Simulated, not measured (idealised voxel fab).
Herein follows the process module entitled voxel released beams.
Pictured: cross-section cut, 230 nm wide, on a grid of 5 nm square cells.
When this document writes out a cross-section, it uses a grid of square cells and lists it as bands, beginning at the top and moving down, with a band standing for one or more rows of cells. Look at the band entry: it leads with the top's height and the bottom's height in nm. Then it lists the materials left to right, with a width in nm for each. The word "full width" on a single material says that material fills the band edge to edge. The word "blank" is empty space. Beneath 0, the wafer as received is one material, and that level is where height counting begins. The lowest band goes on downward without a bottom; it is written like "from 0 down". The two numbers in a width such as "30 to 40" mark its ends across the band: the first belongs to the top row of cells, the second to the bottom row, and from each row to the next the width moves by the same amount. Step note "nothing changed" = no cross-section cell changed. Listed in "Enclosed void entries": every empty space of 8 or more cells without an open way to the top. Form: width x height at distance, the distance being from the left edge, all in nm. Text after the settings on a step's line: the simulator's own remark on that step. For masked steps, "overlay nm" on the step line gives how far right of plan the mask actually lay; a minus sign means it lay to the left.

**The process steps that were planned are listed below**
step 1: RECEIVE with material Si
step 2: CONFORMAL_DEP with material SiN, thk nm 10
step 3: DIRECTIONAL_DEP with material SiO2, thk nm 20
step 4: PATTERN with tone open, mask id ANCHOR, material resist, width nm 25, thk nm 15, overlay nm 0
step 5: DIRECTIONAL_ETCH with etch materials SiO2, depth nm 20
step 6: STRIP with etch materials resist
step 7: CONFORMAL_DEP with material polySi, thk nm 10
step 8: PATTERN with tone cover, mask id BEAM, material resist, width nm 90, thk nm 20, overlay nm 0
step 9: DIRECTIONAL_ETCH with etch materials polySi, depth nm 10
step 10: STRIP with etch materials resist
step 11: STRIP with etch materials SiO2

**First wafer out of two, processed as planned**

**Shown in cross-section is the wafer as received, that is, as it stands after step 1**
* from 0 down = Si full width
* Enclosed void entries: none

**Step 2 complete: cross-section through the wafer**
* from 10 to 0 = SiN full width
* Unchanged below 0.

**Step 3 complete: cross-section through the wafer**
* from 30 to 10 = SiO2 full width
* Unchanged below 10.

**Step 4 complete: cross-section through the wafer**
* from 45 to 30 = 70 nm resist, 25 nm blank, 135 nm resist
* Unchanged below 30.

**Step 5 complete: cross-section through the wafer**
* from 45 to 30 = 70 nm resist, 25 nm blank, 135 nm resist
* from 30 to 10 = 70 nm SiO2, 25 nm blank, 135 nm SiO2
* Unchanged below 10.

**Step 6 complete: cross-section through the wafer**
* from 30 to 10 = 70 nm SiO2, 25 nm blank, 135 nm SiO2
* Unchanged below 10.

**Step 7 complete: cross-section through the wafer**
* from 40 to 30 = 80 nm polySi, 5 nm blank, 145 nm polySi
* from 30 to 20 = 70 nm SiO2, 10 nm polySi, 5 nm blank, 10 nm polySi, 135 nm SiO2
* from 20 to 10 = 70 nm SiO2, 25 nm polySi, 135 nm SiO2
* Unchanged below 10.

**Step 8 complete: cross-section through the wafer**
* from 60 to 40 = 65 nm blank, 90 nm resist, 75 nm blank
* from 40 to 30 = 80 nm polySi, 5 nm resist, 145 nm polySi
* from 30 to 20 = 70 nm SiO2, 10 nm polySi, 5 nm resist, 10 nm polySi, 135 nm SiO2
* Unchanged below 20.

**Step 9 complete: cross-section through the wafer**
* from 60 to 40 = 65 nm blank, 90 nm resist, 75 nm blank
* from 40 to 30 = 65 nm blank, 15 nm polySi, 5 nm resist, 70 nm polySi, 75 nm blank
* Unchanged below 30.

**Step 10 complete: cross-section through the wafer**
* from 40 to 30 = 65 nm blank, 15 nm polySi, 5 nm blank, 70 nm polySi, 75 nm blank
* from 30 to 20 = 70 nm SiO2, 10 nm polySi, 5 nm blank, 10 nm polySi, 135 nm SiO2
* Unchanged below 20.

**Step 11 complete: cross-section through the wafer**
* from 40 to 30 = 65 nm blank, 15 nm polySi, 5 nm blank, 70 nm polySi, 75 nm blank
* from 30 to 20 = 70 nm blank, 10 nm polySi, 5 nm blank, 10 nm polySi, 135 nm blank
* from 20 to 10 = 70 nm blank, 25 nm polySi, 135 nm blank
* Unchanged below 10.

**Second of two: same start, same plan, one run error; steps up to and including 7 match the first**

**The second wafer cut through, at the time step 8 was supposed to be finished**
* from 60 to 40 = 65 nm blank, 95 nm resist, 70 nm blank
* from 40 to 30 = 80 nm polySi, 5 nm resist, 145 nm polySi
* from 30 to 20 = 70 nm SiO2, 10 nm polySi, 5 nm resist, 10 nm polySi, 135 nm SiO2
* Unchanged below 20.

**The second wafer cut through, at the time step 9 was supposed to be finished**
* from 60 to 40 = 65 nm blank, 95 nm resist, 70 nm blank
* from 40 to 30 = 65 nm blank, 15 nm polySi, 5 nm resist, 75 nm polySi, 70 nm blank
* Unchanged below 30.

**The second wafer cut through, at the time step 10 was supposed to be finished**
* from 40 to 30 = 65 nm blank, 15 nm polySi, 5 nm blank, 75 nm polySi, 70 nm blank
* from 30 to 20 = 70 nm SiO2, 10 nm polySi, 5 nm blank, 10 nm polySi, 135 nm SiO2
* Unchanged below 20.

**The second wafer cut through, at the time step 11 was supposed to be finished**
* from 40 to 30 = 65 nm blank, 15 nm polySi, 5 nm blank, 75 nm polySi, 70 nm blank
* from 30 to 20 = 70 nm blank, 10 nm polySi, 5 nm blank, 10 nm polySi, 135 nm blank
* from 20 to 10 = 70 nm blank, 25 nm polySi, 135 nm blank
* Unchanged below 10.
Deviation noted in wafer processing: rather than as planned, step 8 actually ran as PATTERN with tone cover, mask id BEAM, material resist, width nm 95, thk nm 20, overlay nm 0
Bottom line after processing is that, in cells, the second wafer is up or down on some materials versus the first: 2 more of polySi
